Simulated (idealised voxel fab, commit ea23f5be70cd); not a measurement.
The following process module bears the name voxel air gaps.
220 nm wide, 5 nm square cells: that's cross-section cut.
Heads up, the way a cross-section reads in here is a grid of square cells, handed over as bands from the top down, with every band being one or more rows of cells. Heights first: top, then bottom, in nm. Then materials, left to right, each with a width in nm. "all across" on a single material: fills the band edge to edge. "empty": empty space. Note: height 0 marks the level under which the wafer is uniformly one material as received. Lowest band unbounded below, written "0 -> down". A width given as "30..40" starts at the first number in the band's top row and ends at the second number in its bottom row, shifting by an equal amount at every step from row to row. No cell of the cross-section changed in a step that is given as "nothing different". Reported under the label "Entrapped voids" are the empty spaces having no open way to the top and comprising 8 cells or more; the notation for each is width x height at distance, in which the distance is measured from the left edge and all three values are in nm. Where a step's line continues beyond its settings, the continuation is a remark by the simulator itself on that step. A step's line can hold "overlay nm"; with a mask on that step, the setting says how far right of the planned place the mask lay, while a negative setting says it lay to the left.
[Planned process steps]
1,RECEIVE: material Si
2,CONFORMAL_DEP: material SiO2, thk nm 15
3,CONFORMAL_DEP: material SiCN, thk nm 5
4,DIRECTIONAL_DEP: material SiO2, thk nm 30
5,DIRECTIONAL_DEP: material aC, thk nm 10
6,PATTERN: tone open, mask id LINES, material resist, width nm 20, pitch nm 45, thk nm 30, overlay nm -15
7,DIRECTIONAL_ETCH: etch materials aC, depth nm 10
8,STRIP: etch materials resist
9,DIRECTIONAL_ETCH: etch materials SiO2, depth nm 30
10,STRIP: etch materials aC
11,CONFORMAL_DEP: material TiN, thk nm 5
12,FILL_DEP: material W, thk nm 10
13,CMP: height nm 50
14,EPI: material Ru, thk nm 10
15,SELECTIVE_ETCH: etch materials SiO2, depth nm 40
16,CONFORMAL_DEP: material SiCN, thk nm 5
What sets these wafers apart? The overlay nm at step 6. They all start alike, and the plan carries the first wafer's value.
[First of several wafers, received after step 1, in cross-section]
	0 -> down  Si all across
	Entrapped voids: none
[Here is how to read the rows: every wafer has a row, and it shows the wafer at the end of the module, giving for each material how many cells were gained (+) or lost (-) since the wafer was received, then listing its closed voids]
overlay nm -15 | +64 Ru | +172 SiCN | +132 SiO2 | +56 TiN | +40 W | Entrapped voids: 10 x 20 at 0; 15 x 20 at 40; 15 x 20 at 85; 15 x 20 at 130
overlay nm -10 | +64 Ru | +172 SiCN | +132 SiO2 | +56 TiN | +40 W | Entrapped voids: 15 x 20 at 45; 15 x 20 at 90; 15 x 20 at 135
overlay nm -5 | +64 Ru | +172 SiCN | +132 SiO2 | +56 TiN | +40 W | Entrapped voids: 15 x 20 at 50; 15 x 20 at 95; 15 x 20 at 140
overlay nm 0 | +64 Ru | +172 SiCN | +132 SiO2 | +56 TiN | +40 W | Entrapped voids: 15 x 20 at 55; 15 x 20 at 100; 15 x 20 at 145
overlay nm 5 | +64 Ru | +172 SiCN | +132 SiO2 | +56 TiN | +40 W | Entrapped voids: 15 x 20 at 60; 15 x 20 at 105; 15 x 20 at 150
overlay nm 10 | +64 Ru | +172 SiCN | +132 SiO2 | +56 TiN | +40 W | Entrapped voids: 15 x 20 at 65; 15 x 20 at 110; 15 x 20 at 155
overlay nm 15 | +64 Ru | +172 SiCN | +132 SiO2 | +56 TiN | +40 W | Entrapped voids: 15 x 20 at 70; 15 x 20 at 115; 15 x 20 at 160
